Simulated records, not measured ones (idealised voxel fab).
process module | voxel released beams
cross-section cut | 250 nm wide | cells 5 nm
A cross-section is a grid of square cells, given in bands from the top down. A band is one or more rows of cells.
Each band's line starts with the height of the band's top and of its bottom, in nm. Then come its materials from left to right, each with its width in nm. One material with "throughout" fills the band from edge to edge. "air" is empty space.
Height 0 is the level under which the wafer as received is all one material. The lowest band goes on downwards, as in "0 down".
A width such as "30 to 40" changes by the same amount from each row of cells to the next, from the band's top row to its bottom row.
"no change" after a step means that no cell of the cross-section changed.
closed voids: empty space of 8 cells or more with no open way to the top, each as width x height at its distance from the left edge, in nm
after a step's settings: what the simulator itself notes on the step
overlay nm, on a step with a mask: how far to the right of its planned place the mask lay; to the left if negative
plan
1 op RECEIVE | material Si
2 op CONFORMAL_DEP | material SiN | thk nm 10
3 op DIRECTIONAL_DEP | material SiO2 | thk nm 10
4 op PATTERN | tone open | mask id ANCHOR | material resist | width nm 25 | thk nm 15 | overlay nm 0
5 op DIRECTIONAL_ETCH | etch materials SiO2 | depth nm 10
6 op STRIP | etch materials resist
7 op CONFORMAL_DEP | material polySi | thk nm 10
8 op PATTERN | tone cover | mask id BEAM | material resist | width nm 100 | thk nm 20 | overlay nm 0
9 op DIRECTIONAL_ETCH | etch materials polySi | depth nm 10
10 op STRIP | etch materials resist
11 op STRIP | etch materials SiO2
first wafer, as planned
as received, after step 1
  0 down: Si throughout
  closed voids: none
after step 2
  10 to 0: SiN throughout
  below 0: unchanged
after step 3
  20 to 10: SiO2 throughout
  below 10: unchanged
after step 4
  35 to 20: resist 75 | air 25 | resist 150
  below 20: unchanged
after step 5
  35 to 20: resist 75 | air 25 | resist 150
  20 to 10: SiO2 75 | air 25 | SiO2 150
  below 10: unchanged
after step 6
  20 to 10: SiO2 75 | air 25 | SiO2 150
  below 10: unchanged
after step 7
  30 to 20: polySi 85 | air 5 | polySi 160
  20 to 10: SiO2 75 | polySi 25 | SiO2 150
  below 10: unchanged
after step 8
  50 to 30: air 70 | resist 100 | air 80
  30 to 20: polySi 85 | resist 5 | polySi 160
  below 20: unchanged
after step 9
  50 to 30: air 70 | resist 100 | air 80
  30 to 20: air 70 | polySi 15 | resist 5 | polySi 80 | air 80
  below 20: unchanged
after step 10
  30 to 20: air 70 | polySi 15 | air 5 | polySi 80 | air 80
  below 20: unchanged
after step 11
  30 to 20: air 70 | polySi 15 | air 5 | polySi 80 | air 80
  20 to 10: air 75 | polySi 25 | air 150
  below 10: unchanged
second wafer: like start, like plan, one mistake. Through step 1 it matches the first wafer
when step 2 should have ended
  10 to 0: polySi throughout
  below 0: unchanged
when step 3 should have ended
  20 to 10: SiO2 throughout
  below 10: unchanged
when step 4 should have ended
  35 to 20: resist 75 | air 25 | resist 150
  below 20: unchanged
when step 5 should have ended
  35 to 20: resist 75 | air 25 | resist 150
  20 to 10: SiO2 75 | air 25 | SiO2 150
  below 10: unchanged
when step 6 should have ended
  20 to 10: SiO2 75 | air 25 | SiO2 150
  below 10: unchanged
when step 7 should have ended
  30 to 20: polySi 85 | air 5 | polySi 160
  20 to 10: SiO2 75 | polySi 25 | SiO2 150
  below 10: unchanged
when step 8 should have ended
  50 to 30: air 70 | resist 100 | air 80
  30 to 20: polySi 85 | resist 5 | polySi 160
  below 20: unchanged
when step 9 should have ended
  50 to 30: air 70 | resist 100 | air 80
  30 to 20: air 70 | polySi 15 | resist 5 | polySi 80 | air 80
  below 20: unchanged
when step 10 should have ended
  30 to 20: air 70 | polySi 15 | air 5 | polySi 80 | air 80
  below 20: unchanged
when step 11 should have ended
  30 to 20: air 70 | polySi 15 | air 5 | polySi 80 | air 80
  20 to 10: air 75 | polySi 25 | air 150
  below 10: unchanged
what went wrong: step 2 ran as: op CONFORMAL_DEP | material polySi | thk nm 10
at the end the second wafer has, in cells: 100 fewer of SiN | 100 more of polySi
